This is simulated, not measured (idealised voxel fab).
process module | voxel plated lines
cross-section cut | 200 nm wide | cells 5 nm
A cross-section is a grid of square cells, given in bands from the top down. A band is one or more rows of cells.
Each band's line starts with the height of the band's top and of its bottom, in nm. Then come its materials from left to right, each with its width in nm. One material with "throughout" fills the band from edge to edge. "air" is empty space.
Height 0 is the level under which the wafer as received is all one material. The lowest band goes on downwards, as in "0 down".
A width such as "30 to 40" changes by the same amount from each row of cells to the next, from the band's top row to its bottom row.
"no change" after a step means that no cell of the cross-section changed.
closed voids: empty space of 8 cells or more with no open way to the top, each as width x height at its distance from the left edge, in nm
after a step's settings: what the simulator itself notes on the step
overlay nm, on a step with a mask: how far to the right of its planned place the mask lay; to the left if negative
plan
1 op RECEIVE | material Si
2 op CONFORMAL_DEP | material Al2O3 | thk nm 10
3 op DIRECTIONAL_DEP | material TiN | thk nm 5
4 op PATTERN | tone open | mask id LINES | material resist | width nm 25 | pitch nm 55 | thk nm 35 | overlay nm 0
5 op EPI | material Ru | thk nm 10
6 op EPI | material Ru | thk nm 5
7 op EPI | material Ru | thk nm 5
8 op STRIP | etch materials resist
9 op DIRECTIONAL_ETCH | etch materials TiN | depth nm 5
10 op CONFORMAL_DEP | material SiN | thk nm 10
first wafer, as planned
as received, after step 1
  0 down: Si throughout
  closed voids: none
after step 2
  10 to 0: Al2O3 throughout
  below 0: unchanged
after step 3
  15 to 10: TiN throughout
  below 10: unchanged
after step 4
  50 to 15: resist 60 | air 25 | resist 30 | air 25 | resist 60
  below 15: unchanged
after step 5
  50 to 25: resist 60 | air 25 | resist 30 | air 25 | resist 60
  25 to 15: resist 60 | Ru 25 | resist 30 | Ru 25 | resist 60
  below 15: unchanged
after step 6
  50 to 30: resist 60 | air 25 | resist 30 | air 25 | resist 60
  30 to 15: resist 60 | Ru 25 | resist 30 | Ru 25 | resist 60
  below 15: unchanged
after step 7
  50 to 35: resist 60 | air 25 | resist 30 | air 25 | resist 60
  35 to 15: resist 60 | Ru 25 | resist 30 | Ru 25 | resist 60
  below 15: unchanged
after step 8
  35 to 15: air 60 | Ru 25 | air 30 | Ru 25 | air 60
  below 15: unchanged
after step 9
  35 to 15: air 60 | Ru 25 | air 30 | Ru 25 | air 60
  15 to 10: air 60 | TiN 25 | air 30 | TiN 25 | air 60
  below 10: unchanged
after step 10
  45 to 35: air 50 | SiN 45 | air 10 | SiN 45 | air 50
  35 to 20: air 50 | SiN 10 | Ru 25 | SiN 10 | air 10 | SiN 10 | Ru 25 | SiN 10 | air 50
  20 to 15: SiN 60 | Ru 25 | SiN 30 | Ru 25 | SiN 60
  15 to 10: SiN 60 | TiN 25 | SiN 30 | TiN 25 | SiN 60
  below 10: unchanged
second wafer: like start, like plan, one mistake. Through step 4 it matches the first wafer
when step 5 should have ended: no change
when step 6 should have ended
  50 to 20: resist 60 | air 25 | resist 30 | air 25 | resist 60
  20 to 15: resist 60 | Ru 25 | resist 30 | Ru 25 | resist 60
  below 15: unchanged
when step 7 should have ended
  50 to 25: resist 60 | air 25 | resist 30 | air 25 | resist 60
  25 to 15: resist 60 | Ru 25 | resist 30 | Ru 25 | resist 60
  below 15: unchanged
when step 8 should have ended
  25 to 15: air 60 | Ru 25 | air 30 | Ru 25 | air 60
  below 15: unchanged
when step 9 should have ended
  25 to 15: air 60 | Ru 25 | air 30 | Ru 25 | air 60
  15 to 10: air 60 | TiN 25 | air 30 | TiN 25 | air 60
  below 10: unchanged
when step 10 should have ended
  35 to 25: air 50 | SiN 45 | air 10 | SiN 45 | air 50
  25 to 20: air 50 | SiN 10 | Ru 25 | SiN 10 | air 10 | SiN 10 | Ru 25 | SiN 10 | air 50
  20 to 15: SiN 60 | Ru 25 | SiN 30 | Ru 25 | SiN 60
  15 to 10: SiN 60 | TiN 25 | SiN 30 | TiN 25 | SiN 60
  below 10: unchanged
what went wrong: step 5 was left out
at the end the second wafer has, in cells: 20 fewer of Ru | 16 fewer of SiN
